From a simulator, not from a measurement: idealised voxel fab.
A process module follows: voxel double patterning.
The cross-section shown here is cut; it is 170 nm wide and divided into square cells measuring 5 nm on a side.
If you're reading a cross-section in this doc, picture square cells in a grid; it comes to you as bands, top ones listed first down to the bottom, and a band can be one or more rows of cells. In this notation a band is specified by the heights of its top and bottom, in that order and in nm, after which its materials appear from left to right, each paired with its width in nm. The word "edge to edge" attached to a single material means that material fills the band from edge to edge; the word "empty" stands for empty space. Measure heights from 0. That's the level where, below it, the as-received wafer is all one material. The lowest band is bottomless and extends downward; write it as in "0..down". Width spec "30 to 40" -> top row of cells at first value, bottom row at second value, equal per-row change in between. You'll sometimes find "identical to before" written for a step, and that's the way of saying that nowhere in the cross-section did a cell change during that step. Voids not open to the top, 8 cells minimum: see "Fully sealed voids". Written width x height at distance; distance is from the left edge; nm. Step line, after settings: the simulator's comment on this step. For masked steps, "overlay nm" on the step line gives how far right of plan the mask actually lay; a minus sign means it lay to the left.
So here's the lineup of process steps we planned
1. RECEIVE with material Si
2. CONFORMAL_DEP with material SiN, thk nm 10
3. DIRECTIONAL_DEP with material SiO2, thk nm 10
4. DIRECTIONAL_DEP with material SiCN, thk nm 10
5. DIRECTIONAL_DEP with material aC, thk nm 15
6. PATTERN with tone open, mask id FIRST, material resist, width nm 15, pitch nm 50, thk nm 35, overlay nm 0
7. DIRECTIONAL_ETCH with etch materials aC, depth nm 15
8. STRIP with etch materials resist
9. DIRECTIONAL_ETCH with etch materials SiCN, depth nm 10
10. STRIP with etch materials aC
11. PATTERN with tone open, mask id SECOND, material resist, width nm 15, thk nm 20, overlay nm 0
12. DIRECTIONAL_ETCH with etch materials SiCN, depth nm 10
13. STRIP with etch materials resist
14. DIRECTIONAL_ETCH with etch materials SiO2, depth nm 10
15. STRIP with etch materials SiCN
So, the first of our two wafers, run just as we planned it
Wafer at receipt (post step 1), cross-section
> 0..down = Si edge to edge
> Fully sealed voids: none
Cross-section: wafer state after step 2
> 10..0 = SiN edge to edge
> For the remainder of the cross-section, below 0, there is no change.
Cross-section: wafer state after step 3
> 20..10 = SiO2 edge to edge
> For the remainder of the cross-section, below 10, there is no change.
Cross-section: wafer state after step 4
> 30..20 = SiCN edge to edge
> For the remainder of the cross-section, below 20, there is no change.
Cross-section: wafer state after step 5
> 45..30 = aC edge to edge
> For the remainder of the cross-section, below 30, there is no change.
Cross-section: wafer state after step 6
> 80..45 = 50 of resist  15 of empty  35 of resist  15 of empty  55 of resist
> For the remainder of the cross-section, below 45, there is no change.
Cross-section: wafer state after step 7
> 65..45 = 50 of resist  15 of empty  35 of resist  15 of empty  55 of resist
> 45..30 = 50 of aC  15 of empty  35 of aC  15 of empty  55 of aC
> For the remainder of the cross-section, below 30, there is no change.
Cross-section: wafer state after step 8
> 45..30 = 50 of aC  15 of empty  35 of aC  15 of empty  55 of aC
> For the remainder of the cross-section, below 30, there is no change.
Cross-section: wafer state after step 9
> 45..30 = 50 of aC  15 of empty  35 of aC  15 of empty  55 of aC
> 30..20 = 50 of SiCN  15 of empty  35 of SiCN  15 of empty  55 of SiCN
> For the remainder of the cross-section, below 20, there is no change.
Cross-section: wafer state after step 10
> 30..20 = 50 of SiCN  15 of empty  35 of SiCN  15 of empty  55 of SiCN
> For the remainder of the cross-section, below 20, there is no change.
Cross-section: wafer state after step 11
> 50..30 = 75 of resist  15 of empty  80 of resist
> 30..20 = 50 of SiCN  15 of resist  35 of SiCN  15 of resist  55 of SiCN
> For the remainder of the cross-section, below 20, there is no change.
Cross-section: wafer state after step 12
> 50..30 = 75 of resist  15 of empty  80 of resist
> 30..20 = 50 of SiCN  15 of resist  10 of SiCN  15 of empty  10 of SiCN  15 of resist  55 of SiCN
> For the remainder of the cross-section, below 20, there is no change.
Cross-section: wafer state after step 13
> 30..20 = 50 of SiCN  15 of empty  10 of SiCN  15 of empty  10 of SiCN  15 of empty  55 of SiCN
> For the remainder of the cross-section, below 20, there is no change.
Cross-section: wafer state after step 14
> 30..20 = 50 of SiCN  15 of empty  10 of SiCN  15 of empty  10 of SiCN  15 of empty  55 of SiCN
> 20..10 = 50 of SiO2  15 of empty  10 of SiO2  15 of empty  10 of SiO2  15 of empty  55 of SiO2
> For the remainder of the cross-section, below 10, there is no change.
Cross-section: wafer state after step 15
> 20..10 = 50 of SiO2  15 of empty  10 of SiO2  15 of empty  10 of SiO2  15 of empty  55 of SiO2
> For the remainder of the cross-section, below 10, there is no change.
Wafer two. Identical start, identical plan. One mistake in execution. Identical history through step 1
Cross-section of the second wafer when, according to plan, step 2 should have finished
> 10..0 = SiO2 edge to edge
> For the remainder of the cross-section, below 0, there is no change.
Cross-section of the second wafer when, according to plan, step 3 should have finished
> 20..10 = SiN edge to edge
> For the remainder of the cross-section, below 10, there is no change.
Cross-section of the second wafer when, according to plan, step 4 should have finished
> 30..20 = SiCN edge to edge
> For the remainder of the cross-section, below 20, there is no change.
Cross-section of the second wafer when, according to plan, step 5 should have finished
> 45..30 = aC edge to edge
> For the remainder of the cross-section, below 30, there is no change.
Cross-section of the second wafer when, according to plan, step 6 should have finished
> 80..45 = 50 of resist  15 of empty  35 of resist  15 of empty  55 of resist
> For the remainder of the cross-section, below 45, there is no change.
Cross-section of the second wafer when, according to plan, step 7 should have finished
> 65..45 = 50 of resist  15 of empty  35 of resist  15 of empty  55 of resist
> 45..30 = 50 of aC  15 of empty  35 of aC  15 of empty  55 of aC
> For the remainder of the cross-section, below 30, there is no change.
Cross-section of the second wafer when, according to plan, step 8 should have finished
> 45..30 = 50 of aC  15 of empty  35 of aC  15 of empty  55 of aC
> For the remainder of the cross-section, below 30, there is no change.
Cross-section of the second wafer when, according to plan, step 9 should have finished
> 45..30 = 50 of aC  15 of empty  35 of aC  15 of empty  55 of aC
> 30..20 = 50 of SiCN  15 of empty  35 of SiCN  15 of empty  55 of SiCN
> For the remainder of the cross-section, below 20, there is no change.
Cross-section of the second wafer when, according to plan, step 10 should have finished
> 30..20 = 50 of SiCN  15 of empty  35 of SiCN  15 of empty  55 of SiCN
> For the remainder of the cross-section, below 20, there is no change.
Cross-section of the second wafer when, according to plan, step 11 should have finished
> 50..30 = 75 of resist  15 of empty  80 of resist
> 30..20 = 50 of SiCN  15 of resist  35 of SiCN  15 of resist  55 of SiCN
> For the remainder of the cross-section, below 20, there is no change.
Cross-section of the second wafer when, according to plan, step 12 should have finished
> 50..30 = 75 of resist  15 of empty  80 of resist
> 30..20 = 50 of SiCN  15 of resist  10 of SiCN  15 of empty  10 of SiCN  15 of resist  55 of SiCN
> For the remainder of the cross-section, below 20, there is no change.
Cross-section of the second wafer when, according to plan, step 13 should have finished
> 30..20 = 50 of SiCN  15 of empty  10 of SiCN  15 of empty  10 of SiCN  15 of empty  55 of SiCN
> For the remainder of the cross-section, below 20, there is no change.
Cross-section of the second wafer when, according to plan, step 14 should have finished: identical to before
Cross-section of the second wafer when, according to plan, step 15 should have finished
> 20..10 = SiN edge to edge
> For the remainder of the cross-section, below 10, there is no change.
Processing error: a sequencing error occurred in which plan steps 2 and 3 were transposed
FYI, end of process, the second wafer has more or fewer cells of some materials than the first: SiO2 +18
